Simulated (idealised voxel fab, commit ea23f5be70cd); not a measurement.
process module | voxel wiring stack
cross-section cut | 235 nm wide | cells 5 nm
A cross-section is a grid of square cells, given in bands from the top down. A band is one or more rows of cells.
Each band's line starts with the height of the band's top and of its bottom, in nm. Then come its materials from left to right, each with its width in nm. One material with "throughout" fills the band from edge to edge. "air" is empty space.
Height 0 is the level under which the wafer as received is all one material. The lowest band goes on downwards, as in "0 down".
A width such as "30 to 40" changes by the same amount from each row of cells to the next, from the band's top row to its bottom row.
"no change" after a step means that no cell of the cross-section changed.
closed voids: empty space of 8 cells or more with no open way to the top, each as width x height at its distance from the left edge, in nm
after a step's settings: what the simulator itself notes on the step
overlay nm, on a step with a mask: how far to the right of its planned place the mask lay; to the left if negative
plan
1 op RECEIVE | material Si
2 op CONFORMAL_DEP | material SiO2 | thk nm 10
3 op CONFORMAL_DEP | material SiN | thk nm 5
4 op DIRECTIONAL_DEP | material lowk | thk nm 20
5 op DIRECTIONAL_DEP | material aC | thk nm 10
6 op PATTERN | tone open | mask id METAL_1 | material resist | width nm 20 | pitch nm 45 | thk nm 30 | overlay nm 0
7 op DIRECTIONAL_ETCH | etch materials aC | depth nm 10
8 op STRIP | etch materials resist
9 op DIRECTIONAL_ETCH | etch materials lowk | depth nm 20
10 op DIRECTIONAL_ETCH | etch materials SiN | depth nm 5
11 op STRIP | etch materials aC
12 op CONFORMAL_DEP | material TiN | thk nm 5
13 op FILL_DEP | material Ru | thk nm 5
14 op CMP | height nm 35
15 op CONFORMAL_DEP | material SiCN | thk nm 5
16 op DIRECTIONAL_DEP | material lowk | thk nm 35
17 op MASKED_ETCH | tone open | mask id METAL_2_HOLES | width nm 15 | pitch nm 45 | etch materials lowk | depth nm 35 | overlay nm 0
18 op DIRECTIONAL_DEP | material aC | thk nm 10
19 op PATTERN | tone open | mask id METAL_2 | material resist | width nm 20 | pitch nm 45 | thk nm 25 | overlay nm 0
20 op DIRECTIONAL_ETCH | etch materials aC | depth nm 10
21 op STRIP | etch materials resist
22 op DIRECTIONAL_ETCH | etch materials lowk | depth nm 20
23 op DIRECTIONAL_ETCH | etch materials SiCN | depth nm 5
24 op STRIP | etch materials aC
25 op CONFORMAL_DEP | material TiN | thk nm 5
26 op FILL_DEP | material Ru | thk nm 5
27 op CMP | height nm 75
28 op CONFORMAL_DEP | material SiCN | thk nm 5
as received, after step 1
  0 down: Si throughout
  closed voids: none
first wafer at the end, as planned
  80 to 75: SiCN throughout
  75 to 60: lowk 85 | TiN 5 | Ru 10 | TiN 5 | lowk 25 | TiN 5 | Ru 10 | TiN 5 | lowk 85
  60 to 55: lowk 85 | TiN 5 | Ru 5 | TiN 10 | lowk 25 | TiN 5 | Ru 5 | TiN 10 | lowk 85
  55 to 40: lowk 85 | TiN 5 | Ru 5 | TiN 5 | lowk 30 | TiN 5 | Ru 5 | TiN 5 | lowk 90
  40 to 35: SiCN 85 | TiN 15 | SiCN 30 | TiN 15 | SiCN 90
  35 to 15: lowk 85 | TiN 5 | Ru 10 | TiN 5 | lowk 25 | TiN 5 | Ru 10 | TiN 5 | lowk 85
  15 to 10: SiN 85 | TiN 20 | SiN 25 | TiN 20 | SiN 85
  10 to 0: SiO2 throughout
  0 down: Si throughout
  closed voids: none
second wafer at the end: like start, like plan, one mistake
  80 to 75: SiCN throughout
  75 to 60: lowk 85 | TiN 5 | Ru 10 | TiN 5 | lowk 25 | TiN 5 | Ru 10 | TiN 5 | lowk 85
  60 to 55: lowk 85 | TiN 5 | Ru 5 | TiN 10 | lowk 25 | TiN 5 | Ru 5 | TiN 10 | lowk 85
  55 to 40: lowk 85 | TiN 5 | Ru 5 | TiN 5 | lowk 30 | TiN 5 | Ru 5 | TiN 5 | lowk 90
  40 to 35: SiCN 85 | TiN 15 | SiCN 30 | TiN 15 | SiCN 90
  35 to 15: lowk 80 | TiN 5 | Ru 20 | TiN 5 | lowk 15 | TiN 5 | Ru 20 | TiN 5 | lowk 80
  15 to 10: SiN 80 | TiN 30 | SiN 15 | TiN 30 | SiN 80
  10 to 0: SiO2 throughout
  0 down: Si throughout
  closed voids: none
what went wrong: step 6 ran as: op PATTERN | tone open | mask id METAL_1 | material resist | width nm 30 | pitch nm 45 | thk nm 30 | overlay nm 0
at the end the second wafer has, in cells: 16 more of Ru | 4 fewer of SiN | 4 more of TiN | 16 fewer of lowk
